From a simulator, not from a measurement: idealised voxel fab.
process module | voxel ribs on slabs
cross-section cut | 140 nm wide | cells 5 nm
A cross-section is a grid of square cells, given in bands from the top down. A band is one or more rows of cells.
Each band's line starts with the height of the band's top and of its bottom, in nm. Then come its materials from left to right, each with its width in nm. One material with "throughout" fills the band from edge to edge. "air" is empty space.
Height 0 is the level under which the wafer as received is all one material. The lowest band goes on downwards, as in "0 down".
A width such as "30 to 40" changes by the same amount from each row of cells to the next, from the band's top row to its bottom row.
"no change" after a step means that no cell of the cross-section changed.
closed voids: empty space of 8 cells or more with no open way to the top, each as width x height at its distance from the left edge, in nm
after a step's settings: what the simulator itself notes on the step
overlay nm, on a step with a mask: how far to the right of its planned place the mask lay; to the left if negative
plan
1 op RECEIVE | material Si
2 op DIRECTIONAL_DEP | material SiO2 | thk nm 30
3 op DIRECTIONAL_DEP | material SiN | thk nm 20
4 op DIRECTIONAL_DEP | material aC | thk nm 15
5 op PATTERN | tone cover | mask id RIB | material resist | width nm 20 | thk nm 35 | overlay nm 0
6 op DIRECTIONAL_ETCH | etch materials aC | depth nm 15
7 op STRIP | etch materials resist
8 op DIRECTIONAL_ETCH | etch materials SiN | depth nm 10
9 op STRIP | etch materials aC
10 op DIRECTIONAL_DEP | material aC | thk nm 15
11 op PATTERN | tone cover | mask id SLAB | material resist | width nm 50 | thk nm 35 | overlay nm 0
12 op DIRECTIONAL_ETCH | etch materials aC | depth nm 15
13 op STRIP | etch materials resist
14 op DIRECTIONAL_ETCH | etch materials SiN | depth nm 10
15 op STRIP | etch materials aC
16 op FILL_DEP | material SiO2 | thk nm 25
17 op CMP | height nm 65
18 op DIRECTIONAL_DEP | material TiN | thk nm 5
19 op DIRECTIONAL_DEP | material aC | thk nm 10
20 op PATTERN | tone cover | mask id HEATER | material resist | width nm 30 | thk nm 25 | overlay nm 0
21 op DIRECTIONAL_ETCH | etch materials aC | depth nm 10
22 op STRIP | etch materials resist
23 op DIRECTIONAL_ETCH | etch materials TiN | depth nm 5
24 op STRIP | etch materials aC
25 op CONFORMAL_DEP | material SiN | thk nm 10
first wafer, as planned
as received, after step 1
  0 down: Si throughout
  closed voids: none
after step 2
  30 to 0: SiO2 throughout
  below 0: unchanged
after step 3
  50 to 30: SiN throughout
  below 30: unchanged
after step 4
  65 to 50: aC throughout
  below 50: unchanged
after step 5
  100 to 65: air 60 | resist 20 | air 60
  below 65: unchanged
after step 6
  85 to 65: air 60 | resist 20 | air 60
  65 to 50: air 60 | aC 20 | air 60
  below 50: unchanged
after step 7
  65 to 50: air 60 | aC 20 | air 60
  below 50: unchanged
after step 8
  65 to 50: air 60 | aC 20 | air 60
  50 to 40: air 60 | SiN 20 | air 60
  below 40: unchanged
after step 9
  50 to 40: air 60 | SiN 20 | air 60
  below 40: unchanged
after step 10
  65 to 55: air 60 | aC 20 | air 60
  55 to 50: aC throughout
  50 to 40: aC 60 | SiN 20 | aC 60
  below 40: unchanged
after step 11
  100 to 65: air 45 | resist 50 | air 45
  65 to 55: air 45 | resist 15 | aC 20 | resist 15 | air 45
  below 55: unchanged
after step 12
  85 to 65: air 45 | resist 50 | air 45
  65 to 55: air 45 | resist 15 | aC 20 | resist 15 | air 45
  55 to 50: air 45 | aC 50 | air 45
  50 to 40: air 45 | aC 15 | SiN 20 | aC 15 | air 45
  below 40: unchanged
after step 13
  65 to 55: air 60 | aC 20 | air 60
  below 55: unchanged
after step 14
  65 to 55: air 60 | aC 20 | air 60
  55 to 50: air 45 | aC 50 | air 45
  50 to 40: air 45 | aC 15 | SiN 20 | aC 15 | air 45
  40 to 30: air 45 | SiN 50 | air 45
  below 30: unchanged
after step 15
  50 to 40: air 60 | SiN 20 | air 60
  below 40: unchanged
after step 16
  75 to 50: SiO2 throughout
  50 to 40: SiO2 60 | SiN 20 | SiO2 60
  40 to 30: SiO2 45 | SiN 50 | SiO2 45
  below 30: unchanged
after step 17
  65 to 50: SiO2 throughout
  below 50: unchanged
after step 18
  70 to 65: TiN throughout
  below 65: unchanged
after step 19
  80 to 70: aC throughout
  below 70: unchanged
after step 20
  105 to 80: air 55 | resist 30 | air 55
  below 80: unchanged
after step 21
  95 to 80: air 55 | resist 30 | air 55
  80 to 70: air 55 | aC 30 | air 55
  below 70: unchanged
after step 22
  80 to 70: air 55 | aC 30 | air 55
  below 70: unchanged
after step 23
  80 to 70: air 55 | aC 30 | air 55
  70 to 65: air 55 | TiN 30 | air 55
  below 65: unchanged
after step 24
  70 to 65: air 55 | TiN 30 | air 55
  below 65: unchanged
after step 25
  80 to 75: air 45 | SiN 50 | air 45
  75 to 70: SiN throughout
  70 to 65: SiN 55 | TiN 30 | SiN 55
  below 65: unchanged
second wafer: like start, like plan, one mistake. Through step 1 it matches the first wafer
when step 2 should have ended
  60 to 0: SiO2 throughout
  below 0: unchanged
when step 3 should have ended
  80 to 60: SiN throughout
  below 60: unchanged
when step 4 should have ended
  95 to 80: aC throughout
  below 80: unchanged
when step 5 should have ended
  130 to 95: air 60 | resist 20 | air 60
  below 95: unchanged
when step 6 should have ended
  115 to 95: air 60 | resist 20 | air 60
  95 to 80: air 60 | aC 20 | air 60
  below 80: unchanged
when step 7 should have ended
  95 to 80: air 60 | aC 20 | air 60
  below 80: unchanged
when step 8 should have ended
  95 to 80: air 60 | aC 20 | air 60
  80 to 70: air 60 | SiN 20 | air 60
  below 70: unchanged
when step 9 should have ended
  80 to 70: air 60 | SiN 20 | air 60
  below 70: unchanged
when step 10 should have ended
  95 to 85: air 60 | aC 20 | air 60
  85 to 80: aC throughout
  80 to 70: aC 60 | SiN 20 | aC 60
  below 70: unchanged
when step 11 should have ended
  130 to 95: air 45 | resist 50 | air 45
  95 to 85: air 45 | resist 15 | aC 20 | resist 15 | air 45
  below 85: unchanged
when step 12 should have ended
  115 to 95: air 45 | resist 50 | air 45
  95 to 85: air 45 | resist 15 | aC 20 | resist 15 | air 45
  85 to 80: air 45 | aC 50 | air 45
  80 to 70: air 45 | aC 15 | SiN 20 | aC 15 | air 45
  below 70: unchanged
when step 13 should have ended
  95 to 85: air 60 | aC 20 | air 60
  below 85: unchanged
when step 14 should have ended
  95 to 85: air 60 | aC 20 | air 60
  85 to 80: air 45 | aC 50 | air 45
  80 to 70: air 45 | aC 15 | SiN 20 | aC 15 | air 45
  70 to 60: air 45 | SiN 50 | air 45
  below 60: unchanged
when step 15 should have ended
  80 to 70: air 60 | SiN 20 | air 60
  below 70: unchanged
when step 16 should have ended
  105 to 80: SiO2 throughout
  80 to 70: SiO2 60 | SiN 20 | SiO2 60
  70 to 60: SiO2 45 | SiN 50 | SiO2 45
  below 60: unchanged
when step 17 should have ended
  65 to 60: SiO2 45 | SiN 50 | SiO2 45
  below 60: unchanged
when step 18 should have ended
  70 to 65: TiN throughout
  below 65: unchanged
when step 19 should have ended
  80 to 70: aC throughout
  below 70: unchanged
when step 20 should have ended
  105 to 80: air 55 | resist 30 | air 55
  below 80: unchanged
when step 21 should have ended
  95 to 80: air 55 | resist 30 | air 55
  80 to 70: air 55 | aC 30 | air 55
  below 70: unchanged
when step 22 should have ended
  80 to 70: air 55 | aC 30 | air 55
  below 70: unchanged
when step 23 should have ended
  80 to 70: air 55 | aC 30 | air 55
  70 to 65: air 55 | TiN 30 | air 55
  below 65: unchanged
when step 24 should have ended
  70 to 65: air 55 | TiN 30 | air 55
  below 65: unchanged
when step 25 should have ended
  80 to 75: air 45 | SiN 50 | air 45
  75 to 70: SiN throughout
  70 to 65: SiN 55 | TiN 30 | SiN 55
  below 65: unchanged
what went wrong: step 2 was run twice
at the end the second wafer has, in cells: 18 fewer of SiN | 18 more of SiO2
